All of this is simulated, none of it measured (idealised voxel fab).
Process module name: voxel self aligned contacts
We display cut, a cross-section 270 nm in width whose square cells are each 5 nm.
A cross-section is written here as square cells arranged in a grid, and it is given in bands from the top down, each band taking up one or more rows of cells.
Read a band's entry like this: the first values are the height of its top and the height of its bottom in nm, and what follows is the sequence of materials from left to right, each with its width in nm. Note that "empty" is empty space, and that a single material marked "throughout" reaches across the band from edge to edge.
Heights are expressed relative to 0, this being the level below which the as-received wafer comprises one material exclusively. The lowest band is unbounded in the downward direction and is denoted as in "0 nm and below".
Width: "30..40" (first number = top row, second number = bottom row, same change from row to row of cells).
Given "changes: none" for a step, no cell of the cross-section differs between before and after that step.
In "Enclosed void listing" the enclosed voids are listed, meaning empty spaces of 8 cells or larger without any opening to the top. The form is width x height at distance, distance from the left edge, units nm.
Heads up: the bit after the settings on a step's line is the simulator's remark on that step.
"overlay nm" answers the question of how far to the right of plan the mask lay on a step that has a mask, and when it is negative the answer is to the left.

This section lists the process steps that were planned:
1: op RECEIVE | material Si
2: op CONFORMAL_DEP | material SiO2 | thk nm 5
3: op DIRECTIONAL_DEP | material polySi | thk nm 30
4: op DIRECTIONAL_DEP | material SiN | thk nm 15
5: op MASKED_ETCH | tone cover | mask id GATE | width nm 25 | pitch nm 55 | etch materials SiN | depth nm 15 | overlay nm 0
6: op MASKED_ETCH | tone cover | mask id GATE | width nm 25 | pitch nm 55 | etch materials polySi | depth nm 30 | overlay nm 0
7: op CONFORMAL_DEP | material SiN | thk nm 5
8: op DIRECTIONAL_ETCH | etch materials SiN | depth nm 5
9: op FILL_DEP | material SiO2 | thk nm 10
10: op CMP | height nm 55
11: op DIRECTIONAL_DEP | material aC | thk nm 15
12: op PATTERN | tone open | mask id CONTACT | material resist | width nm 40 | thk nm 30 | overlay nm 0
13: op DIRECTIONAL_ETCH | etch materials aC | depth nm 15
14: op STRIP | etch materials resist
15: op DIRECTIONAL_ETCH | etch materials SiO2 | depth nm 55
16: op STRIP | etch materials aC
17: op CONFORMAL_DEP | material TiN | thk nm 5
18: op FILL_DEP | material W | thk nm 10
19: op CMP | height nm 55
20: op CONFORMAL_DEP | material SiN | thk nm 5

Received-state cross-section, reflecting completion of step 1:
* 0 nm and below: Si throughout
* Enclosed void listing: none

This is how the wafer looks in cross-section once the module is done, given the starting state and plan above and one mistake in carrying the plan out:
* 60 nm to 55 nm: SiN throughout
* 55 nm to 50 nm: SiO2 115, TiN 40, SiO2 115
* 50 nm to 35 nm: SiN 100, SiO2 15, SiN 40, SiO2 15, SiN 100
* 35 nm to 5 nm: polySi throughout
* 5 nm to 0 nm: SiO2 throughout
* 0 nm and below: Si throughout
* Enclosed void listing: none
Nonconformance to the process plan: step 5 changed vs plan, executed as op MASKED_ETCH | tone open | mask id GATE | width nm 25 | pitch nm 55 | etch materials SiN | depth nm 15 | overlay nm 0
